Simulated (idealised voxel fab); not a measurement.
Process module under the name voxel wiring stack
The width of the displayed cross-section, cut, is 185 nm; its cells are square, with a size of 5 nm.
Throughout this document, each cross-section is represented as a grid of square cells and is presented as a sequence of bands enumerated from the top downward, where a band comprises one or more rows of cells. Band entry format. Leading values: height of top, height of bottom, nm. Remainder: materials in left-to-right order, each with its width in nm. Special words: "everywhere" on a single material, which then fills the band edge to edge; "air", empty space. A quick word on heights: they are counted from 0, and under that level the wafer as it came to us is one material throughout. The lowest band is different from the rest in having no bottom; it simply continues downward, written as in "0 and below". Quick explanation for "30..40": the width changes in equal steps down the rows of cells, from the first number in the band's top row to the second number in its bottom row. "left unchanged" after a step means that no cell of the cross-section changed. The entry "Closed voids list" lists the empty spaces that cover at least 8 cells and have no open path to the top. Each is written as width x height at distance, where the distance is measured from the left edge and all three values are in nm. Past the settings on a step's line: simulator remark, on that step. overlay nm: for a step with a mask, the amount by which the mask lay right of where it was planned; a negative amount means left of it.

## Process steps foreseen in the plan
1 op RECEIVE | material Si
2 op CONFORMAL_DEP | material SiO2 | thk nm 15
3 op CONFORMAL_DEP | material SiCN | thk nm 5
4 op DIRECTIONAL_DEP | material SiO2 | thk nm 20
5 op MASKED_ETCH | tone open | mask id METAL_1 | width nm 30 | pitch nm 60 | etch materials SiO2 | depth nm 20 | overlay nm 0
6 op MASKED_ETCH | tone open | mask id METAL_1 | width nm 30 | pitch nm 60 | etch materials SiCN | depth nm 5 | overlay nm 0
7 op CONFORMAL_DEP | material TiN | thk nm 5
8 op FILL_DEP | material Ru | thk nm 10
9 op CMP | height nm 40
10 op CONFORMAL_DEP | material SiCN | thk nm 5
11 op DIRECTIONAL_DEP | material SiO2 | thk nm 25
12 op PATTERN | tone open | mask id METAL_2 | material resist | width nm 30 | pitch nm 60 | thk nm 15 | overlay nm 0
13 op DIRECTIONAL_ETCH | etch materials SiO2 | depth nm 15
14 op STRIP | etch materials resist
15 op MASKED_ETCH | tone open | mask id METAL_2_HOLES | width nm 15 | pitch nm 60 | etch materials SiO2 | depth nm 10 | overlay nm 0
16 op MASKED_ETCH | tone open | mask id METAL_2_HOLES | width nm 15 | pitch nm 60 | etch materials SiCN | depth nm 5 | overlay nm 0
17 op CONFORMAL_DEP | material TiN | thk nm 5
18 op FILL_DEP | material Cu | thk nm 10
19 op CMP | height nm 70
20 op CONFORMAL_DEP | material SiCN | thk nm 5
21 op DIRECTIONAL_DEP | material SiO2 | thk nm 35
22 op MASKED_ETCH | tone open | mask id METAL_3_HOLES | width nm 15 | pitch nm 120 | etch materials SiO2 | depth nm 35 | overlay nm 0
23 op MASKED_ETCH | tone open | mask id METAL_3 | width nm 30 | pitch nm 60 | etch materials SiO2 | depth nm 20 | overlay nm 0
24 op MASKED_ETCH | tone open | mask id METAL_3 | width nm 30 | pitch nm 60 | etch materials SiCN | depth nm 5 | overlay nm 0
25 op CONFORMAL_DEP | material TiN | thk nm 5
26 op FILL_DEP | material Ru | thk nm 5
27 op CMP | height nm 110
28 op CONFORMAL_DEP | material SiCN | thk nm 5
It is noted that the wafers described herein are identical at the outset and are distinguished by the overlay nm of step 22; the value stated in the plan corresponds to the first wafer.

## First of several wafers, received after step 1, in cross-section
	0 and below: Si everywhere
	Closed voids list: none

## The rows of the table below are wafers. Looking at the end of the module, a row counts, for every material, the cells the wafer has gained, shown as (+), or lost, shown as (-), since it was received; its closed voids come next
overlay nm 0; +33 Cu; +92 Ru; +115 SiCN; +469 SiO2; +142 TiN; Closed voids list: none
overlay nm 5; +33 Cu; +92 Ru; +115 SiCN; +469 SiO2; +142 TiN; Closed voids list: none
overlay nm 10; +33 Cu; +92 Ru; +115 SiCN; +469 SiO2; +142 TiN; Closed voids list: none
overlay nm 15; +33 Cu; +92 Ru; +115 SiCN; +469 SiO2; +142 TiN; Closed voids list: none
